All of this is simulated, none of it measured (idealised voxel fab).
This is a process module. Its name is voxel trench capacitor.
Square cells of 5 nm make up the cross-section cut, whose width is 275 nm.
If you're reading a cross-section in this doc, picture square cells in a grid; it comes to you as bands, top ones listed first down to the bottom, and a band can be one or more rows of cells. Per band: top height and bottom height in nm, followed by the left-to-right materials and their widths in nm; "edge to edge" marks a single material spanning edge to edge, "empty" marks empty space. Measure heights from 0. That's the level where, below it, the as-received wafer is all one material. The lowest band is bottomless and extends downward; write it as in "from 0 down". When a width is written as two numbers, as in "30->40", the first number is the width in the top row of cells of the band and the second is the width in its bottom row, and the width changes by the same amount from each row to the next. "no alterations made" after a step means that no cell of the cross-section changed. Empty spaces without an open route to the top, at least 8 cells in extent, make up the entry "Sealed void list"; each is given as width x height at distance, where the distance is measured from the left edge, and all are in nm. On a step's line, text after the settings is the simulator commenting on that step. On any step carrying a mask, the "overlay nm" setting, if present on the step's line, tells how far right of its planned place the mask lay; negative values point to the left.
-- Process steps foreseen in the plan
- 1: RECEIVE,material Si
- 2: CONFORMAL_DEP,material SiN,thk nm 10
- 3: MASKED_ETCH,tone open,mask id TRENCH,width nm 30,pitch nm 60,etch materials SiN,depth nm 10,overlay nm 0
- 4: MASKED_ETCH,tone open,mask id TRENCH,width nm 30,pitch nm 60,etch materials Si,depth nm 25,overlay nm 0
- 5: CONFORMAL_DEP,material Al2O3,thk nm 5
- 6: CONFORMAL_DEP,material TiN,thk nm 5
- 7: FILL_DEP,material W,thk nm 10
- 8: CMP,height nm 10
-- Cross-section of the wafer as it came to us, i.e., already through step 1
  from 0 down  Si edge to edge
  Sealed void list: none
-- The first of the two wafers as seen in cross-section once the module was finished; processing followed the plan
  from 10 to 0  30 of SiN  5 of Al2O3  5 of TiN  10 of W  5 of TiN  5 of Al2O3  30 of SiN  5 of Al2O3  5 of TiN  10 of W  5 of TiN  5 of Al2O3  30 of SiN  5 of Al2O3  5 of TiN  10 of W  5 of TiN  5 of Al2O3  30 of SiN  5 of Al2O3  5 of TiN  10 of W  5 of TiN  5 of Al2O3  35 of SiN
  from 0 to -15  30 of Si  5 of Al2O3  5 of TiN  10 of W  5 of TiN  5 of Al2O3  30 of Si  5 of Al2O3  5 of TiN  10 of W  5 of TiN  5 of Al2O3  30 of Si  5 of Al2O3  5 of TiN  10 of W  5 of TiN  5 of Al2O3  30 of Si  5 of Al2O3  5 of TiN  10 of W  5 of TiN  5 of Al2O3  35 of Si
  from -15 to -20  30 of Si  5 of Al2O3  20 of TiN  5 of Al2O3  30 of Si  5 of Al2O3  20 of TiN  5 of Al2O3  30 of Si  5 of Al2O3  20 of TiN  5 of Al2O3  30 of Si  5 of Al2O3  20 of TiN  5 of Al2O3  35 of Si
  from -20 to -25  30 of Si  30 of Al2O3  30 of Si  30 of Al2O3  30 of Si  30 of Al2O3  30 of Si  30 of Al2O3  35 of Si
  from -25 down  Si edge to edge
  Sealed void list: none
-- So this is wafer number two of the two, cut at the end of the module - it started where the first did and had the same plan, we just got one thing wrong running it
  from 10 to 0  30 of SiN  5 of Al2O3  5 of TiN  10 of SiN  5 of TiN  5 of Al2O3  30 of SiN  5 of Al2O3  5 of TiN  10 of SiN  5 of TiN  5 of Al2O3  30 of SiN  5 of Al2O3  5 of TiN  10 of SiN  5 of TiN  5 of Al2O3  30 of SiN  5 of Al2O3  5 of TiN  10 of SiN  5 of TiN  5 of Al2O3  35 of SiN
  from 0 to -15  30 of Si  5 of Al2O3  5 of TiN  10 of SiN  5 of TiN  5 of Al2O3  30 of Si  5 of Al2O3  5 of TiN  10 of SiN  5 of TiN  5 of Al2O3  30 of Si  5 of Al2O3  5 of TiN  10 of SiN  5 of TiN  5 of Al2O3  30 of Si  5 of Al2O3  5 of TiN  10 of SiN  5 of TiN  5 of Al2O3  35 of Si
  from -15 to -20  30 of Si  5 of Al2O3  20 of TiN  5 of Al2O3  30 of Si  5 of Al2O3  20 of TiN  5 of Al2O3  30 of Si  5 of Al2O3  20 of TiN  5 of Al2O3  30 of Si  5 of Al2O3  20 of TiN  5 of Al2O3  35 of Si
  from -20 to -25  30 of Si  30 of Al2O3  30 of Si  30 of Al2O3  30 of Si  30 of Al2O3  30 of Si  30 of Al2O3  35 of Si
  from -25 down  Si edge to edge
  Sealed void list: none
Plan not followed: step 7: run off-plan, actual operation and settings FILL_DEP,material SiN,thk nm 10
Looking at both finished wafers in cells, the second ends up ahead of or behind the first on some materials: 40 more of SiN; 40 fewer of W
